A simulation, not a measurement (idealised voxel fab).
The following is a process module called voxel gate over fins.
The width of the displayed cross-section, cut, is 265 nm; its cells are square, with a size of 5 nm.
Format of a cross-section: grid, square cells. Given as bands. Order: top down. Band: one or more rows of cells.
For a band, the entry starts with two heights in nm, that of the top and then that of the bottom, and carries on with the band's materials in order from left to right, each alongside its width in nm; the word "full width" beside a single material means it fills the band edge to edge, and "blank" means empty space.
Convention: height 0 is the level below which the wafer, as received, is all one material. The lowest band does not terminate at the bottom but continues downward, represented as "z 0 and below".
A two-number width, for instance "30->40", indicates that the width is equal to the first number in the top row of the band and to the second number in the bottom row, and that it changes by a constant amount per row of cells.
Where the words "no modifications" appear for a step, the cross-section shows no cell changed by that step; every cell remained as before.
"Entrapped voids" enumerates empty spaces isolated from the top, with no open way to it, that contain at least 8 cells, giving each as width x height at distance from the left edge, all three in nm.
Read whatever lies past the settings on a step's line as the simulator's own remark about the step.
If you see "overlay nm" on a step's line and that step has a mask, it's telling you how far right of where it was planned the mask ended up; a negative number means it went left instead.
Here's what the planned process steps look like:
1: op RECEIVE | material Si
2: op CONFORMAL_DEP | material SiN | thk nm 5
3: op MASKED_ETCH | tone cover | mask id FINS | width nm 15 | pitch nm 60 | etch materials SiN | depth nm 5 | overlay nm 0
4: op MASKED_ETCH | tone cover | mask id FINS | width nm 15 | pitch nm 60 | etch materials Si | depth nm 30 | overlay nm 0
5: op OXIDIZE | depth nm 5
6: op FILL_DEP | material SiO2 | thk nm 5
7: op CMP | height nm 5
8: op PATTERN | tone open | mask id RAIL | material resist | width nm 15 | thk nm 15 | overlay nm 0
9: op DIRECTIONAL_ETCH | etch materials SiO2 | depth nm 30
10: op STRIP | etch materials resist
11: op CONFORMAL_DEP | material TiN | thk nm 5
12: op FILL_DEP | material W | thk nm 5
13: op CMP | height nm 5
14: op SELECTIVE_ETCH | etch materials W Ru TiN | depth nm 25
15: op FILL_DEP | material SiO2 | thk nm 5
16: op CMP | height nm 5
17: op SELECTIVE_ETCH | etch materials SiO2 | depth nm 15
18: op STRIP | etch materials SiN
19: op CONFORMAL_DEP | material HfO2 | thk nm 5
20: op CONFORMAL_DEP | material TiN | thk nm 5
21: op CONFORMAL_DEP | material TiAl | thk nm 5
22: op CONFORMAL_DEP | material TiN | thk nm 5
23: op FILL_DEP | material W | thk nm 10
24: op CMP | height nm 25
25: op CONFORMAL_DEP | material SiN | thk nm 5
The first of the two wafers, which ran as planned:
Delivered wafer in cross-section: state after step 1:
	z 0 and below | Si full width
	Entrapped voids: none
Cross-section: wafer state after step 2:
	z 5 to 0 | SiN full width
	Below 0, the layers are the same as they were.
Cross-section: wafer state after step 3:
	z 5 to 0 | 95 of blank, then 15 of SiN, then 45 of blank, then 15 of SiN, then 95 of blank
	Below 0, the layers are the same as they were.
Cross-section: wafer state after step 4:
	z 5 to 0 | 95 of blank, then 15 of SiN, then 45 of blank, then 15 of SiN, then 95 of blank
	z 0 to -30 | 95 of blank, then 15 of Si, then 45 of blank, then 15 of Si, then 95 of blank
	Below -30, the layers are the same as they were.
Cross-section: wafer state after step 5:
	z 5 to 0 | 95 of blank, then 15 of SiN, then 45 of blank, then 15 of SiN, then 95 of blank
	z 0 to -30 | 95 of blank, then 5 of SiO2, then 5 of Si, then 5 of SiO2, then 45 of blank, then 5 of SiO2, then 5 of Si, then 5 of SiO2, then 95 of blank
	z -30 to -35 | 100 of SiO2, then 5 of Si, then 55 of SiO2, then 5 of Si, then 100 of SiO2
	Below -35, the layers are the same as they were.
Cross-section: wafer state after step 6:
	z 10 to 5 | SiO2 full width
	z 5 to 0 | 95 of SiO2, then 15 of SiN, then 45 of SiO2, then 15 of SiN, then 95 of SiO2
	z 0 to -35 | 100 of SiO2, then 5 of Si, then 55 of SiO2, then 5 of Si, then 100 of SiO2
	Below -35, the layers are the same as they were.
Cross-section: wafer state after step 7:
	z 5 to 0 | 95 of SiO2, then 15 of SiN, then 45 of SiO2, then 15 of SiN, then 95 of SiO2
	Below 0, the layers are the same as they were.
Cross-section: wafer state after step 8:
	z 20 to 5 | 125 of resist, then 15 of blank, then 125 of resist
	Below 5, the layers are the same as they were.
Cross-section: wafer state after step 9:
	z 20 to 5 | 125 of resist, then 15 of blank, then 125 of resist
	z 5 to 0 | 95 of SiO2, then 15 of SiN, then 15 of SiO2, then 15 of blank, then 15 of SiO2, then 15 of SiN, then 95 of SiO2
	z 0 to -25 | 100 of SiO2, then 5 of Si, then 20 of SiO2, then 15 of blank, then 20 of SiO2, then 5 of Si, then 100 of SiO2
	Below -25, the layers are the same as they were.
Cross-section: wafer state after step 10:
	z 5 to 0 | 95 of SiO2, then 15 of SiN, then 15 of SiO2, then 15 of blank, then 15 of SiO2, then 15 of SiN, then 95 of SiO2
	Below 0, the layers are the same as they were.
Cross-section: wafer state after step 11:
	z 10 to 5 | 130 of TiN, then 5 of blank, then 130 of TiN
	z 5 to 0 | 95 of SiO2, then 15 of SiN, then 15 of SiO2, then 5 of TiN, then 5 of blank, then 5 of TiN, then 15 of SiO2, then 15 of SiN, then 95 of SiO2
	z 0 to -20 | 100 of SiO2, then 5 of Si, then 20 of SiO2, then 5 of TiN, then 5 of blank, then 5 of TiN, then 20 of SiO2, then 5 of Si, then 100 of SiO2
	z -20 to -25 | 100 of SiO2, then 5 of Si, then 20 of SiO2, then 15 of TiN, then 20 of SiO2, then 5 of Si, then 100 of SiO2
	Below -25, the layers are the same as they were.
Cross-section: wafer state after step 12:
	z 15 to 10 | W full width
	z 10 to 5 | 130 of TiN, then 5 of W, then 130 of TiN
	z 5 to 0 | 95 of SiO2, then 15 of SiN, then 15 of SiO2, then 5 of TiN, then 5 of W, then 5 of TiN, then 15 of SiO2, then 15 of SiN, then 95 of SiO2
	z 0 to -20 | 100 of SiO2, then 5 of Si, then 20 of SiO2, then 5 of TiN, then 5 of W, then 5 of TiN, then 20 of SiO2, then 5 of Si, then 100 of SiO2
	Below -20, the layers are the same as they were.
Cross-section: wafer state after step 13:
	z 5 to 0 | 95 of SiO2, then 15 of SiN, then 15 of SiO2, then 5 of TiN, then 5 of W, then 5 of TiN, then 15 of SiO2, then 15 of SiN, then 95 of SiO2
	Below 0, the layers are the same as they were.
Cross-section: wafer state after step 14:
	z 5 to 0 | 95 of SiO2, then 15 of SiN, then 15 of SiO2, then 15 of blank, then 15 of SiO2, then 15 of SiN, then 95 of SiO2
	z 0 to -20 | 100 of SiO2, then 5 of Si, then 20 of SiO2, then 15 of blank, then 20 of SiO2, then 5 of Si, then 100 of SiO2
	Below -20, the layers are the same as they were.
Cross-section: wafer state after step 15:
	z 10 to 5 | SiO2 full width
	z 5 to 0 | 95 of SiO2, then 15 of SiN, then 45 of SiO2, then 15 of SiN, then 95 of SiO2
	z 0 to -20 | 100 of SiO2, then 5 of Si, then 55 of SiO2, then 5 of Si, then 100 of SiO2
	Below -20, the layers are the same as they were.
Cross-section: wafer state after step 16:
	z 5 to 0 | 95 of SiO2, then 15 of SiN, then 45 of SiO2, then 15 of SiN, then 95 of SiO2
	Below 0, the layers are the same as they were.
Cross-section: wafer state after step 17:
	z 5 to 0 | 95 of blank, then 15 of SiN, then 45 of blank, then 15 of SiN, then 95 of blank
	z 0 to -10 | 100 of blank, then 5 of Si, then 55 of blank, then 5 of Si, then 100 of blank
	Below -10, the layers are the same as they were.
Cross-section: wafer state after step 18:
	z 0 to -10 | 100 of blank, then 5 of Si, then 55 of blank, then 5 of Si, then 100 of blank
	Below -10, the layers are the same as they were.
Cross-section: wafer state after step 19:
	z 5 to 0 | 95 of blank, then 15 of HfO2, then 45 of blank, then 15 of HfO2, then 95 of blank
	z 0 to -5 | 95 of blank, then 5 of HfO2, then 5 of Si, then 5 of HfO2, then 45 of blank, then 5 of HfO2, then 5 of Si, then 5 of HfO2, then 95 of blank
	z -5 to -10 | 100 of HfO2, then 5 of Si, then 55 of HfO2, then 5 of Si, then 100 of HfO2
	Below -10, the layers are the same as they were.
Cross-section: wafer state after step 20:
	z 10 to 5 | 90 of blank, then 25 of TiN, then 35 of blank, then 25 of TiN, then 90 of blank
	z 5 to 0 | 90 of blank, then 5 of TiN, then 15 of HfO2, then 5 of TiN, then 35 of blank, then 5 of TiN, then 15 of HfO2, then 5 of TiN, then 90 of blank
	z 0 to -5 | 95 of TiN, then 5 of HfO2, then 5 of Si, then 5 of HfO2, then 45 of TiN, then 5 of HfO2, then 5 of Si, then 5 of HfO2, then 95 of TiN
	Below -5, the layers are the same as they were.
Cross-section: wafer state after step 21:
	z 15 to 10 | 85 of blank, then 35 of TiAl, then 25 of blank, then 35 of TiAl, then 85 of blank
	z 10 to 5 | 85 of blank, then 5 of TiAl, then 25 of TiN, then 5 of TiAl, then 25 of blank, then 5 of TiAl, then 25 of TiN, then 5 of TiAl, then 85 of blank
	z 5 to 0 | 90 of TiAl, then 5 of TiN, then 15 of HfO2, then 5 of TiN, then 35 of TiAl, then 5 of TiN, then 15 of HfO2, then 5 of TiN, then 90 of TiAl
	Below 0, the layers are the same as they were.
Cross-section: wafer state after step 22:
	z 20 to 15 | 80 of blank, then 45 of TiN, then 15 of blank, then 45 of TiN, then 80 of blank
	z 15 to 10 | 80 of blank, then 5 of TiN, then 35 of TiAl, then 5 of TiN, then 15 of blank, then 5 of TiN, then 35 of TiAl, then 5 of TiN, then 80 of blank
	z 10 to 5 | 85 of TiN, then 5 of TiAl, then 25 of TiN, then 5 of TiAl, then 25 of TiN, then 5 of TiAl, then 25 of TiN, then 5 of TiAl, then 85 of TiN
	Below 5, the layers are the same as they were.
Cross-section: wafer state after step 23:
	z 30 to 20 | W full width
	z 20 to 15 | 80 of W, then 45 of TiN, then 15 of W, then 45 of TiN, then 80 of W
	z 15 to 10 | 80 of W, then 5 of TiN, then 35 of TiAl, then 5 of TiN, then 15 of W, then 5 of TiN, then 35 of TiAl, then 5 of TiN, then 80 of W
	Below 10, the layers are the same as they were.
Cross-section: wafer state after step 24:
	z 25 to 20 | W full width
	Below 20, the layers are the same as they were.
Cross-section: wafer state after step 25:
	z 30 to 25 | SiN full width
	Below 25, the layers are the same as they were.
Wafer two: like wafer one in start and plan, but with one mistake in execution; identical up to and including step 7:
Here is the second wafer in cross-section at the point where step 8 of the plan should have been done:
	z 20 to 5 | 120 of resist, then 15 of blank, then 130 of resist
	Below 5, the layers are the same as they were.
Here is the second wafer in cross-section at the point where step 9 of the plan should have been done:
	z 20 to 5 | 120 of resist, then 15 of blank, then 130 of resist
	z 5 to 0 | 95 of SiO2, then 15 of SiN, then 10 of SiO2, then 15 of blank, then 20 of SiO2, then 15 of SiN, then 95 of SiO2
	z 0 to -25 | 100 of SiO2, then 5 of Si, then 15 of SiO2, then 15 of blank, then 25 of SiO2, then 5 of Si, then 100 of SiO2
	Below -25, the layers are the same as they were.
Here is the second wafer in cross-section at the point where step 10 of the plan should have been done:
	z 5 to 0 | 95 of SiO2, then 15 of SiN, then 10 of SiO2, then 15 of blank, then 20 of SiO2, then 15 of SiN, then 95 of SiO2
	Below 0, the layers are the same as they were.
Here is the second wafer in cross-section at the point where step 11 of the plan should have been done:
	z 10 to 5 | 125 of TiN, then 5 of blank, then 135 of TiN
	z 5 to 0 | 95 of SiO2, then 15 of SiN, then 10 of SiO2, then 5 of TiN, then 5 of blank, then 5 of TiN, then 20 of SiO2, then 15 of SiN, then 95 of SiO2
	z 0 to -20 | 100 of SiO2, then 5 of Si, then 15 of SiO2, then 5 of TiN, then 5 of blank, then 5 of TiN, then 25 of SiO2, then 5 of Si, then 100 of SiO2
	z -20 to -25 | 100 of SiO2, then 5 of Si, then 15 of SiO2, then 15 of TiN, then 25 of SiO2, then 5 of Si, then 100 of SiO2
	Below -25, the layers are the same as they were.
Here is the second wafer in cross-section at the point where step 12 of the plan should have been done:
	z 15 to 10 | W full width
	z 10 to 5 | 125 of TiN, then 5 of W, then 135 of TiN
	z 5 to 0 | 95 of SiO2, then 15 of SiN, then 10 of SiO2, then 5 of TiN, then 5 of W, then 5 of TiN, then 20 of SiO2, then 15 of SiN, then 95 of SiO2
	z 0 to -20 | 100 of SiO2, then 5 of Si, then 15 of SiO2, then 5 of TiN, then 5 of W, then 5 of TiN, then 25 of SiO2, then 5 of Si, then 100 of SiO2
	Below -20, the layers are the same as they were.
Here is the second wafer in cross-section at the point where step 13 of the plan should have been done:
	z 5 to 0 | 95 of SiO2, then 15 of SiN, then 10 of SiO2, then 5 of TiN, then 5 of W, then 5 of TiN, then 20 of SiO2, then 15 of SiN, then 95 of SiO2
	Below 0, the layers are the same as they were.
Here is the second wafer in cross-section at the point where step 14 of the plan should have been done:
	z 5 to 0 | 95 of SiO2, then 15 of SiN, then 10 of SiO2, then 15 of blank, then 20 of SiO2, then 15 of SiN, then 95 of SiO2
	z 0 to -20 | 100 of SiO2, then 5 of Si, then 15 of SiO2, then 15 of blank, then 25 of SiO2, then 5 of Si, then 100 of SiO2
	Below -20, the layers are the same as they were.
Here is the second wafer in cross-section at the point where step 15 of the plan should have been done:
	z 10 to 5 | SiO2 full width
	z 5 to 0 | 95 of SiO2, then 15 of SiN, then 45 of SiO2, then 15 of SiN, then 95 of SiO2
	z 0 to -20 | 100 of SiO2, then 5 of Si, then 55 of SiO2, then 5 of Si, then 100 of SiO2
	Below -20, the layers are the same as they were.
Here is the second wafer in cross-section at the point where step 16 of the plan should have been done:
	z 5 to 0 | 95 of SiO2, then 15 of SiN, then 45 of SiO2, then 15 of SiN, then 95 of SiO2
	Below 0, the layers are the same as they were.
Here is the second wafer in cross-section at the point where step 17 of the plan should have been done:
	z 5 to 0 | 95 of blank, then 15 of SiN, then 45 of blank, then 15 of SiN, then 95 of blank
	z 0 to -10 | 100 of blank, then 5 of Si, then 55 of blank, then 5 of Si, then 100 of blank
	Below -10, the layers are the same as they were.
Here is the second wafer in cross-section at the point where step 18 of the plan should have been done:
	z 0 to -10 | 100 of blank, then 5 of Si, then 55 of blank, then 5 of Si, then 100 of blank
	Below -10, the layers are the same as they were.
Here is the second wafer in cross-section at the point where step 19 of the plan should have been done:
	z 5 to 0 | 95 of blank, then 15 of HfO2, then 45 of blank, then 15 of HfO2, then 95 of blank
	z 0 to -5 | 95 of blank, then 5 of HfO2, then 5 of Si, then 5 of HfO2, then 45 of blank, then 5 of HfO2, then 5 of Si, then 5 of HfO2, then 95 of blank
	z -5 to -10 | 100 of HfO2, then 5 of Si, then 55 of HfO2, then 5 of Si, then 100 of HfO2
	Below -10, the layers are the same as they were.
Here is the second wafer in cross-section at the point where step 20 of the plan should have been done:
	z 10 to 5 | 90 of blank, then 25 of TiN, then 35 of blank, then 25 of TiN, then 90 of blank
	z 5 to 0 | 90 of blank, then 5 of TiN, then 15 of HfO2, then 5 of TiN, then 35 of blank, then 5 of TiN, then 15 of HfO2, then 5 of TiN, then 90 of blank
	z 0 to -5 | 95 of TiN, then 5 of HfO2, then 5 of Si, then 5 of HfO2, then 45 of TiN, then 5 of HfO2, then 5 of Si, then 5 of HfO2, then 95 of TiN
	Below -5, the layers are the same as they were.
Here is the second wafer in cross-section at the point where step 21 of the plan should have been done:
	z 15 to 10 | 85 of blank, then 35 of TiAl, then 25 of blank, then 35 of TiAl, then 85 of blank
	z 10 to 5 | 85 of blank, then 5 of TiAl, then 25 of TiN, then 5 of TiAl, then 25 of blank, then 5 of TiAl, then 25 of TiN, then 5 of TiAl, then 85 of blank
	z 5 to 0 | 90 of TiAl, then 5 of TiN, then 15 of HfO2, then 5 of TiN, then 35 of TiAl, then 5 of TiN, then 15 of HfO2, then 5 of TiN, then 90 of TiAl
	Below 0, the layers are the same as they were.
Here is the second wafer in cross-section at the point where step 22 of the plan should have been done:
	z 20 to 15 | 80 of blank, then 45 of TiN, then 15 of blank, then 45 of TiN, then 80 of blank
	z 15 to 10 | 80 of blank, then 5 of TiN, then 35 of TiAl, then 5 of TiN, then 15 of blank, then 5 of TiN, then 35 of TiAl, then 5 of TiN, then 80 of blank
	z 10 to 5 | 85 of TiN, then 5 of TiAl, then 25 of TiN, then 5 of TiAl, then 25 of TiN, then 5 of TiAl, then 25 of TiN, then 5 of TiAl, then 85 of TiN
	Below 5, the layers are the same as they were.
Here is the second wafer in cross-section at the point where step 23 of the plan should have been done:
	z 30 to 20 | W full width
	z 20 to 15 | 80 of W, then 45 of TiN, then 15 of W, then 45 of TiN, then 80 of W
	z 15 to 10 | 80 of W, then 5 of TiN, then 35 of TiAl, then 5 of TiN, then 15 of W, then 5 of TiN, then 35 of TiAl, then 5 of TiN, then 80 of W
	Below 10, the layers are the same as they were.
Here is the second wafer in cross-section at the point where step 24 of the plan should have been done:
	z 25 to 20 | W full width
	Below 20, the layers are the same as they were.
Here is the second wafer in cross-section at the point where step 25 of the plan should have been done:
	z 30 to 25 | SiN full width
	Below 25, the layers are the same as they were.
Misprocessing identified: step 8 changed vs plan, executed as op PATTERN | tone open | mask id RAIL | material resist | width nm 15 | thk nm 15 | overlay nm -5
So at the finish, the second wafer's got exactly as many cells of each material as the first, just not in the same spots.
